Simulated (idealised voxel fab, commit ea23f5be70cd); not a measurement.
process module | voxel lift off
cross-section cut | 250 nm wide | cells 5 nm
A cross-section is a grid of square cells, given in bands from the top down. A band is one or more rows of cells.
Each band's line starts with the height of the band's top and of its bottom, in nm. Then come its materials from left to right, each with its width in nm. One material with "throughout" fills the band from edge to edge. "air" is empty space.
Height 0 is the level under which the wafer as received is all one material. The lowest band goes on downwards, as in "0 down".
A width such as "30 to 40" changes by the same amount from each row of cells to the next, from the band's top row to its bottom row.
"no change" after a step means that no cell of the cross-section changed.
closed voids: empty space of 8 cells or more with no open way to the top, each as width x height at its distance from the left edge, in nm
after a step's settings: what the simulator itself notes on the step
overlay nm, on a step with a mask: how far to the right of its planned place the mask lay; to the left if negative
plan
1 op RECEIVE | material Si
2 op CONFORMAL_DEP | material Al2O3 | thk nm 10
3 op PATTERN | tone open | mask id LINES | material resist | width nm 15 | pitch nm 35 | thk nm 20 | overlay nm 0
4 op DIRECTIONAL_DEP | material Ru | thk nm 10
5 op STRIP | etch materials resist
6 op CONFORMAL_DEP | material SiN | thk nm 5
as received, after step 1
  0 down: Si throughout
  closed voids: none
a wafer at the end: this start, this plan, one mistake
  25 to 20: air 90 | SiN 25 | air 10 | SiN 25 | air 100
  20 to 15: air 90 | SiN 5 | Ru 15 | SiN 5 | air 10 | SiN 5 | Ru 15 | SiN 5 | air 100
  15 to 10: SiN 95 | Ru 15 | SiN 20 | Ru 15 | SiN 105
  10 to 0: Al2O3 throughout
  0 down: Si throughout
  closed voids: none
what went wrong: step 3 ran as: op PATTERN | tone open | mask id LINES | material resist | width nm 15 | pitch nm 35 | thk nm 20 | overlay nm -5
